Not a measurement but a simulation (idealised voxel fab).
process module | voxel ribs on slabs
cross-section cut | 145 nm wide | cells 5 nm
A cross-section is a grid of square cells, given in bands from the top down. A band is one or more rows of cells.
Each band's line starts with the height of the band's top and of its bottom, in nm. Then come its materials from left to right, each with its width in nm. One material with "throughout" fills the band from edge to edge. "air" is empty space.
Height 0 is the level under which the wafer as received is all one material. The lowest band goes on downwards, as in "0 down".
A width such as "30 to 40" changes by the same amount from each row of cells to the next, from the band's top row to its bottom row.
"no change" after a step means that no cell of the cross-section changed.
closed voids: empty space of 8 cells or more with no open way to the top, each as width x height at its distance from the left edge, in nm
after a step's settings: what the simulator itself notes on the step
overlay nm, on a step with a mask: how far to the right of its planned place the mask lay; to the left if negative
plan
1 op RECEIVE | material Si
2 op DIRECTIONAL_DEP | material SiO2 | thk nm 20
3 op DIRECTIONAL_DEP | material polySi | thk nm 20
4 op DIRECTIONAL_DEP | material aC | thk nm 15
5 op PATTERN | tone cover | mask id RIB | material resist | width nm 15 | thk nm 35 | overlay nm 0
6 op DIRECTIONAL_ETCH | etch materials aC | depth nm 15
7 op STRIP | etch materials resist
8 op DIRECTIONAL_ETCH | etch materials polySi | depth nm 15
9 op STRIP | etch materials aC
10 op PATTERN | tone cover | mask id SLAB | material resist | width nm 65 | thk nm 20 | overlay nm 0
11 op DIRECTIONAL_ETCH | etch materials polySi | depth nm 5
12 op STRIP | etch materials resist
13 op FILL_DEP | material SiO2 | thk nm 20
14 op CMP | height nm 50
15 op DIRECTIONAL_DEP | material W | thk nm 5
16 op MASKED_ETCH | tone cover | mask id HEATER | width nm 25 | etch materials W | depth nm 5 | overlay nm 0
17 op CONFORMAL_DEP | material SiN | thk nm 5
first wafer, as planned
as received, after step 1
  0 down: Si throughout
  closed voids: none
after step 2
  20 to 0: SiO2 throughout
  below 0: unchanged
after step 3
  40 to 20: polySi throughout
  below 20: unchanged
after step 4
  55 to 40: aC throughout
  below 40: unchanged
after step 5
  90 to 55: air 65 | resist 15 | air 65
  below 55: unchanged
after step 6
  75 to 55: air 65 | resist 15 | air 65
  55 to 40: air 65 | aC 15 | air 65
  below 40: unchanged
after step 7
  55 to 40: air 65 | aC 15 | air 65
  below 40: unchanged
after step 8
  55 to 40: air 65 | aC 15 | air 65
  40 to 25: air 65 | polySi 15 | air 65
  below 25: unchanged
after step 9
  40 to 25: air 65 | polySi 15 | air 65
  below 25: unchanged
after step 10
  60 to 40: air 40 | resist 65 | air 40
  40 to 25: air 40 | resist 25 | polySi 15 | resist 25 | air 40
  below 25: unchanged
after step 11
  60 to 40: air 40 | resist 65 | air 40
  40 to 25: air 40 | resist 25 | polySi 15 | resist 25 | air 40
  25 to 20: air 40 | polySi 65 | air 40
  below 20: unchanged
after step 12
  40 to 25: air 65 | polySi 15 | air 65
  below 25: unchanged
after step 13
  60 to 40: SiO2 throughout
  40 to 25: SiO2 65 | polySi 15 | SiO2 65
  25 to 20: SiO2 40 | polySi 65 | SiO2 40
  below 20: unchanged
after step 14
  50 to 40: SiO2 throughout
  below 40: unchanged
after step 15
  55 to 50: W throughout
  below 50: unchanged
after step 16
  55 to 50: air 60 | W 25 | air 60
  below 50: unchanged
after step 17
  60 to 55: air 55 | SiN 35 | air 55
  55 to 50: SiN 60 | W 25 | SiN 60
  below 50: unchanged
second wafer: like start, like plan, one mistake. Through step 9 it matches the first wafer
when step 10 should have ended
  60 to 40: air 45 | resist 65 | air 35
  40 to 25: air 45 | resist 20 | polySi 15 | resist 30 | air 35
  below 25: unchanged
when step 11 should have ended
  60 to 40: air 45 | resist 65 | air 35
  40 to 25: air 45 | resist 20 | polySi 15 | resist 30 | air 35
  25 to 20: air 45 | polySi 65 | air 35
  below 20: unchanged
when step 12 should have ended
  40 to 25: air 65 | polySi 15 | air 65
  below 25: unchanged
when step 13 should have ended
  60 to 40: SiO2 throughout
  40 to 25: SiO2 65 | polySi 15 | SiO2 65
  25 to 20: SiO2 45 | polySi 65 | SiO2 35
  below 20: unchanged
when step 14 should have ended
  50 to 40: SiO2 throughout
  below 40: unchanged
when step 15 should have ended
  55 to 50: W throughout
  below 50: unchanged
when step 16 should have ended
  55 to 50: air 60 | W 25 | air 60
  below 50: unchanged
when step 17 should have ended
  60 to 55: air 55 | SiN 35 | air 55
  55 to 50: SiN 60 | W 25 | SiN 60
  below 50: unchanged
what went wrong: step 10 ran as: op PATTERN | tone cover | mask id SLAB | material resist | width nm 65 | thk nm 20 | overlay nm 5
at the end the second wafer has, in cells: as many of each material as the first, in other places
